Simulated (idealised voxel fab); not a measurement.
This is a process module. Its name is voxel self aligned contacts.
Cross-section cut: width 215 nm, square cells of 5 nm.
Cross-section, as written here: a square-cell grid given band by band from the top down, where a band holds one or more rows of cells.
Heights first: top, then bottom, in nm. Then materials, left to right, each with a width in nm. "edge to edge" on a single material: fills the band edge to edge. "air": empty space.
Note: height 0 marks the level under which the wafer is uniformly one material as received. Lowest band unbounded below, written "0 -> down".
Quick explanation for "30 to 40": the width changes in equal steps down the rows of cells, from the first number in the band's top row to the second number in its bottom row.
Step marked "remains unaltered"? Then no cell in the cross-section changed in it.
Basically, "Closed void roster" tells you about the enclosed voids: empty spaces with no open way to the top, 8 cells or bigger, each written width x height at distance, where distance is from the left edge, all in nm.
Past the settings on a step's line: simulator remark, on that step.
The line of a step may include "overlay nm". On a step with a mask, this value is how far to the right of its planned place the mask lay. A negative value means the mask lay to the left.
Planned process steps
1. op RECEIVE | material Si
2. op CONFORMAL_DEP | material SiO2 | thk nm 5
3. op DIRECTIONAL_DEP | material polySi | thk nm 20
4. op DIRECTIONAL_DEP | material SiN | thk nm 25
5. op MASKED_ETCH | tone cover | mask id GATE | width nm 25 | pitch nm 65 | etch materials SiN | depth nm 25 | overlay nm 0
6. op MASKED_ETCH | tone cover | mask id GATE | width nm 25 | pitch nm 65 | etch materials polySi | depth nm 20 | overlay nm 0
7. op CONFORMAL_DEP | material SiN | thk nm 5
8. op DIRECTIONAL_ETCH | etch materials SiN | depth nm 10
9. op FILL_DEP | material SiO2 | thk nm 20
10. op CMP | height nm 60
11. op DIRECTIONAL_DEP | material aC | thk nm 15
12. op PATTERN | tone open | mask id CONTACT | material resist | width nm 50 | pitch nm 65 | thk nm 35 | overlay nm 0
13. op DIRECTIONAL_ETCH | etch materials aC | depth nm 15
14. op STRIP | etch materials resist
15. op DIRECTIONAL_ETCH | etch materials SiO2 | depth nm 60
16. op STRIP | etch materials aC
17. op CONFORMAL_DEP | material TiN | thk nm 5
18. op FILL_DEP | material Ru | thk nm 5
19. op CMP | height nm 60
20. op CONFORMAL_DEP | material SiCN | thk nm 5
Across this set of wafers, the varied parameter is the thk nm of step 7. Starting conditions are identical for every wafer, and the plan reports the value assigned to the first wafer.
After step 1, as received: first of several wafers, cross-section
0 -> down | Si edge to edge
Closed void roster: none
Basically each wafer gets a line in the table, showing it at the end of the module: material by material, the cells it gained (+) or lost (-) since we got it, then its closed voids
thk nm 5; +104 Ru; +43 SiCN; +108 SiN; +180 SiO2; +64 TiN; +60 polySi; Closed void roster: none
thk nm 10; +56 Ru; +43 SiCN; +183 SiN; +153 SiO2; +64 TiN; +60 polySi; Closed void roster: none
thk nm 15; +43 SiCN; +280 SiN; +120 SiO2; +56 TiN; +60 polySi; Closed void roster: none
thk nm 20; +43 SiCN; +377 SiN; +79 SiO2; +60 polySi; Closed void roster: none
thk nm 25; +43 SiCN; +397 SiN; +59 SiO2; +60 polySi; Closed void roster: none
